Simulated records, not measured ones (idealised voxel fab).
voxel quadruple lines: a process module
cross-section cut | 235 nm wide | cells 5 nm
Each cross-section below is a grid of square cells, stated as bands in top-down order, with one or more rows of cells making up each band. Look at the band entry: it leads with the top's height and the bottom's height in nm. Then it lists the materials left to right, with a width in nm for each. The word "all across" on a single material says that material fills the band edge to edge. The word "empty" is empty space. Basically, 0 is our baseline, since under it the wafer straight out of the box is all one material. The bottom band has no lower end and keeps on going down, so it looks like "0 -> down". The width entry "30 to 40" should be interpreted row by row: the top row of cells in the band takes the first number, the bottom row takes the second number, and the change between adjacent rows is uniform throughout. Given "remains unaltered" for a step, no cell of the cross-section differs between before and after that step. The list in "Trapped voids" covers empty spaces of 8 cells or more that cannot reach the top through any open way, and it gives each as width x height at distance; the distance is from the left edge, and width, height and distance are in nm. If you see something after the settings on a step's line, that's the simulator's own remark about that step. overlay nm: step with mask; distance mask lay right of planned place; negative value = left of planned place.
So here's the lineup of process steps we planned:
1. RECEIVE with material Si
2. CONFORMAL_DEP with material SiO2, thk nm 5
3. DIRECTIONAL_DEP with material Ru, thk nm 15
4. DIRECTIONAL_DEP with material polySi, thk nm 15
5. DIRECTIONAL_DEP with material aC, thk nm 25
6. PATTERN with tone cover, mask id MANDREL, material resist, width nm 25, pitch nm 80, thk nm 35, overlay nm 0
7. DIRECTIONAL_ETCH with etch materials aC, depth nm 25
8. STRIP with etch materials resist
9. CONFORMAL_DEP with material SiO2, thk nm 15
10. DIRECTIONAL_ETCH with etch materials SiO2, depth nm 5
11. STRIP with etch materials aC
12. DIRECTIONAL_ETCH with etch materials polySi, depth nm 15
13. STRIP with etch materials SiO2
14. CONFORMAL_DEP with material SiCN, thk nm 5
15. DIRECTIONAL_ETCH with etch materials SiCN, depth nm 5
16. STRIP with etch materials polySi
17. DIRECTIONAL_ETCH with etch materials Ru, depth nm 15
18. STRIP with etch materials SiCN
The wafers in this document start out alike and differ in the depth nm applied at step 10; the plan shows the value used for the first wafer.
first wafer as received, after step 1:
	0 -> down = Si all across
	Trapped voids: none
First wafer of several, cross-section, module end, after step 18 (last):
	5 -> 0 = SiO2 all across
	0 -> down = Si all across
	Trapped voids: none
Of the several wafers, the last: cross-section at the end of the module:
	20 -> 5 = 45 nm empty, then 5 nm Ru, then 15 nm empty, then 5 nm Ru, then 15 nm empty, then 5 nm Ru, then 15 nm empty, then 5 nm Ru, then 15 nm empty, then 5 nm Ru, then 15 nm empty, then 5 nm Ru, then 15 nm empty, then 5 nm Ru, then 15 nm empty, then 5 nm Ru, then 45 nm empty
	5 -> 0 = SiO2 all across
	0 -> down = Si all across
	Trapped voids: none
For your reference, the table is organized with a row per wafer; each row reflects the wafer at the end of the module, indicating for each material the cells gained (+) or lost (-) since receipt, and thereafter its closed voids:
depth nm 5, +47 SiO2, Trapped voids: none
depth nm 10, +47 SiO2, Trapped voids: none
depth nm 15, +24 Ru, +47 SiO2, Trapped voids: none
depth nm 20, +24 Ru, +47 SiO2, Trapped voids: none
depth nm 25, +24 Ru, +47 SiO2, Trapped voids: none
depth nm 30, +24 Ru, +47 SiO2, Trapped voids: none
